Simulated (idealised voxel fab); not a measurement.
The following is a process module called voxel wiring stack.
Shown is cross-section cut, with a width of 225 nm and square cells of size 5 nm.
Notation: cross-section as square-cell grid; stated in bands, top first, going down; one or more cell rows per band.
The band entry comprises the height of the band's top followed by the height of its bottom, expressed in nm, and subsequently the band's materials from left to right, each stated together with its width in nm. Where a single material is marked with the word "everywhere", that material fills the band from edge to edge. The word "blank" represents empty space.
The level at which height equals 0 is the one under which the wafer, as it arrives, is entirely one material. No lower edge exists for the bottom band, which continues downward and is notated as in "0 and below".
It should be noted that a width expressed as "30->40" varies in equal increments from row to row of cells within the band, taking the value of the first number at the top row and that of the second number at the bottom row.
For the purposes of this document, the phrase "changes: none" attached to a step denotes that no cell within the cross-section was modified by that step.
In "Closed void list" the enclosed voids are listed, meaning empty spaces of 8 cells or larger without any opening to the top. The form is width x height at distance, distance from the left edge, units nm.
Step line, after settings: the simulator's comment on this step.
The "overlay nm" setting may appear on a step's line; for a step that uses a mask, it gives how far to the right of its planned position the mask lay, and a negative value indicates the left.
## Here's what the planned process steps look like
1,RECEIVE (material Si)
2,CONFORMAL_DEP (material SiO2; thk nm 15)
3,CONFORMAL_DEP (material SiCN; thk nm 5)
4,DIRECTIONAL_DEP (material lowk; thk nm 20)
5,DIRECTIONAL_DEP (material aC; thk nm 10)
6,PATTERN (tone open; mask id METAL_1; material resist; width nm 20; pitch nm 35; thk nm 30; overlay nm 0)
7,DIRECTIONAL_ETCH (etch materials aC; depth nm 10)
8,STRIP (etch materials resist)
9,DIRECTIONAL_ETCH (etch materials lowk; depth nm 20)
10,DIRECTIONAL_ETCH (etch materials SiCN; depth nm 5)
11,STRIP (etch materials aC)
12,CONFORMAL_DEP (material TiN; thk nm 5)
13,FILL_DEP (material Cu; thk nm 10)
14,CMP (height nm 40)
15,CONFORMAL_DEP (material SiCN; thk nm 5)
16,DIRECTIONAL_DEP (material lowk; thk nm 30)
17,PATTERN (tone open; mask id METAL_2; material resist; width nm 20; pitch nm 35; thk nm 20; overlay nm 0)
18,DIRECTIONAL_ETCH (etch materials lowk; depth nm 15)
19,STRIP (etch materials resist)
20,PATTERN (tone open; mask id METAL_2_HOLES; material resist; width nm 15; pitch nm 35; thk nm 15; overlay nm 0)
21,DIRECTIONAL_ETCH (etch materials lowk; depth nm 15)
22,DIRECTIONAL_ETCH (etch materials SiCN; depth nm 5)
23,STRIP (etch materials resist)
24,CONFORMAL_DEP (material TiN; thk nm 5)
25,FILL_DEP (material Ru; thk nm 10)
26,CMP (height nm 75)
27,CONFORMAL_DEP (material SiCN; thk nm 5)
28,DIRECTIONAL_DEP (material lowk; thk nm 25)
29,MASKED_ETCH (tone open; mask id METAL_3; width nm 20; pitch nm 35; etch materials lowk; depth nm 15; overlay nm 0)
30,PATTERN (tone open; mask id METAL_3_HOLES; material resist; width nm 15; pitch nm 70; thk nm 15; overlay nm 0)
31,DIRECTIONAL_ETCH (etch materials lowk; depth nm 10)
32,DIRECTIONAL_ETCH (etch materials SiCN; depth nm 5)
33,STRIP (etch materials resist)
34,CONFORMAL_DEP (material TiN; thk nm 5)
35,FILL_DEP (material Ru; thk nm 10)
36,CMP (height nm 105)
37,CONFORMAL_DEP (material SiCN; thk nm 5)
## As-received state of the wafer in cross-section, equivalent to post-step 1
0 and below | Si everywhere
Closed void list: none
## The first of the two wafers as seen in cross-section once the module was finished; processing followed the plan
110 down to 105 | SiCN everywhere
105 down to 95 | lowk 65  TiN 5  Ru 10  TiN 5  lowk 15  TiN 5  Ru 10  TiN 5  lowk 15  TiN 5  Ru 10  TiN 5  lowk 70
95 down to 90 | lowk 65  TiN 5  Ru 5  TiN 10  lowk 15  TiN 20  lowk 15  TiN 5  Ru 5  TiN 10  lowk 70
90 down to 80 | lowk 65  TiN 5  Ru 5  TiN 5  lowk 55  TiN 5  Ru 5  TiN 5  lowk 75
80 down to 75 | SiCN 65  TiN 15  SiCN 55  TiN 15  SiCN 75
75 down to 65 | lowk 65  TiN 5  Ru 10  TiN 5  lowk 15  TiN 5  Ru 10  TiN 5  lowk 15  TiN 5  Ru 10  TiN 5  lowk 70
65 down to 60 | lowk 65  TiN 5  Ru 5  TiN 10  lowk 15  TiN 5  Ru 5  TiN 10  lowk 15  TiN 5  Ru 5  TiN 10  lowk 70
60 down to 45 | lowk 65  TiN 5  Ru 5  TiN 5  lowk 20  TiN 5  Ru 5  TiN 5  lowk 20  TiN 5  Ru 5  TiN 5  lowk 75
45 down to 40 | SiCN 65  TiN 15  SiCN 20  TiN 15  SiCN 20  TiN 15  SiCN 75
40 down to 20 | lowk 65  TiN 5  Cu 10  TiN 5  lowk 15  TiN 5  Cu 10  TiN 5  lowk 15  TiN 5  Cu 10  TiN 5  lowk 70
20 down to 15 | SiCN 65  TiN 20  SiCN 15  TiN 20  SiCN 15  TiN 20  SiCN 70
15 down to 0 | SiO2 everywhere
0 and below | Si everywhere
Closed void list: none
## Second of two wafers, module complete, sectioned: it shares the first wafer's start and plan but was run with one mistake
110 down to 105 | SiCN everywhere
105 down to 100 | TiN 70  Ru 10  TiN 25  Ru 10  TiN 25  Ru 10  TiN 75
100 down to 90 | lowk 65  TiN 5  Ru 10  TiN 5  lowk 15  TiN 5  Ru 10  TiN 5  lowk 15  TiN 5  Ru 10  TiN 5  lowk 70
90 down to 85 | lowk 65  TiN 5  Ru 5  TiN 10  lowk 15  TiN 20  lowk 15  TiN 5  Ru 5  TiN 10  lowk 70
85 down to 80 | lowk 65  TiN 5  Ru 5  TiN 5  lowk 55  TiN 5  Ru 5  TiN 5  lowk 75
80 down to 75 | SiCN 65  TiN 15  SiCN 55  TiN 15  SiCN 75
75 down to 65 | lowk 65  TiN 5  Ru 10  TiN 5  lowk 15  TiN 5  Ru 10  TiN 5  lowk 15  TiN 5  Ru 10  TiN 5  lowk 70
65 down to 60 | lowk 65  TiN 5  Ru 5  TiN 10  lowk 15  TiN 5  Ru 5  TiN 10  lowk 15  TiN 5  Ru 5  TiN 10  lowk 70
60 down to 45 | lowk 65  TiN 5  Ru 5  TiN 5  lowk 20  TiN 5  Ru 5  TiN 5  lowk 20  TiN 5  Ru 5  TiN 5  lowk 75
45 down to 40 | SiCN 65  TiN 15  SiCN 20  TiN 15  SiCN 20  TiN 15  SiCN 75
40 down to 20 | lowk 65  TiN 5  Cu 10  TiN 5  lowk 15  TiN 5  Cu 10  TiN 5  lowk 15  TiN 5  Cu 10  TiN 5  lowk 70
20 down to 15 | SiCN 65  TiN 20  SiCN 15  TiN 20  SiCN 15  TiN 20  SiCN 70
15 down to 0 | SiO2 everywhere
0 and below | Si everywhere
Closed void list: none
Here's what went sideways: it should be noted that step 28 was executed with settings other than those planned, the operation and settings actually applied being DIRECTIONAL_DEP (material lowk; thk nm 20)
Count the cells at the end and the second wafer has more or fewer of some materials than the first: Ru +4 | TiN +35 | lowk -39
